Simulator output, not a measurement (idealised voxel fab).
Herein follows the process module entitled voxel ribs on slabs.
The cross-section on display is named cut; it measures 285 nm wide, and its cells are 5 nm squares.
Format of a cross-section: grid, square cells. Given as bands. Order: top down. Band: one or more rows of cells. Read a band's entry like this: the first values are the height of its top and the height of its bottom in nm, and what follows is the sequence of materials from left to right, each with its width in nm. Note that "air" is empty space, and that a single material marked "edge to edge" reaches across the band from edge to edge. The level at which height equals 0 is the one under which the wafer, as it arrives, is entirely one material. No lower edge exists for the bottom band, which continues downward and is notated as in "0 down". A width such as "30 to 40" changes by the same amount from each row of cells to the next, from the band's top row to its bottom row. A step reported as "remained unchanged" is a step in which no cell of the cross-section changed. "Internal closed voids" - sealed voids, min. 8 cells, no opening to top; format: width x height at distance (distance from left edge; nm throughout). Formally, on a step line, whatever follows the settings is a remark that the simulator itself makes on the step. "overlay nm" on a masked step: distance the mask lay right of its planned place, negative for left.
**Planned step list for the process**
1) RECEIVE, material Si
2) DIRECTIONAL_DEP, material SiO2, thk nm 25
3) DIRECTIONAL_DEP, material SiN, thk nm 20
4) DIRECTIONAL_DEP, material aC, thk nm 10
5) PATTERN, tone cover, mask id RIB, material resist, width nm 25, thk nm 25, overlay nm 0
6) DIRECTIONAL_ETCH, etch materials aC, depth nm 10
7) STRIP, etch materials resist
8) DIRECTIONAL_ETCH, etch materials SiN, depth nm 5
9) STRIP, etch materials aC
10) DIRECTIONAL_DEP, material aC, thk nm 10
11) PATTERN, tone cover, mask id SLAB, material resist, width nm 55, thk nm 30, overlay nm 0
12) DIRECTIONAL_ETCH, etch materials aC, depth nm 10
13) STRIP, etch materials resist
14) DIRECTIONAL_ETCH, etch materials SiN, depth nm 15
15) STRIP, etch materials aC
16) FILL_DEP, material SiO2, thk nm 15
17) CMP, height nm 55
18) DIRECTIONAL_DEP, material W, thk nm 5
19) PATTERN, tone cover, mask id HEATER, material resist, width nm 35, thk nm 20, overlay nm 0
20) DIRECTIONAL_ETCH, etch materials W, depth nm 5
21) STRIP, etch materials resist
22) CONFORMAL_DEP, material SiO2, thk nm 5
**This is the cross-section of the wafer as we received it, i.e. after step 1**
	0 down  Si edge to edge
	Internal closed voids: none
**Figure: cross-sectional view of the wafer upon completion of the module, processed from the initial state and according to the plan depicted above, with one error introduced during execution**
	65 to 60  120 of air / 45 of SiO2 / 120 of air
	60 to 55  125 of SiO2 / 35 of W / 125 of SiO2
	55 to 45  SiO2 edge to edge
	45 to 40  130 of SiO2 / 25 of SiN / 130 of SiO2
	40 to 25  120 of SiO2 / 55 of SiN / 110 of SiO2
	25 to 0  SiO2 edge to edge
	0 down  Si edge to edge
	Internal closed voids: none
What was done differently from what was planned? step 11 did not use the planned setting and instead ran as PATTERN, tone cover, mask id SLAB, material resist, width nm 55, thk nm 30, overlay nm 5
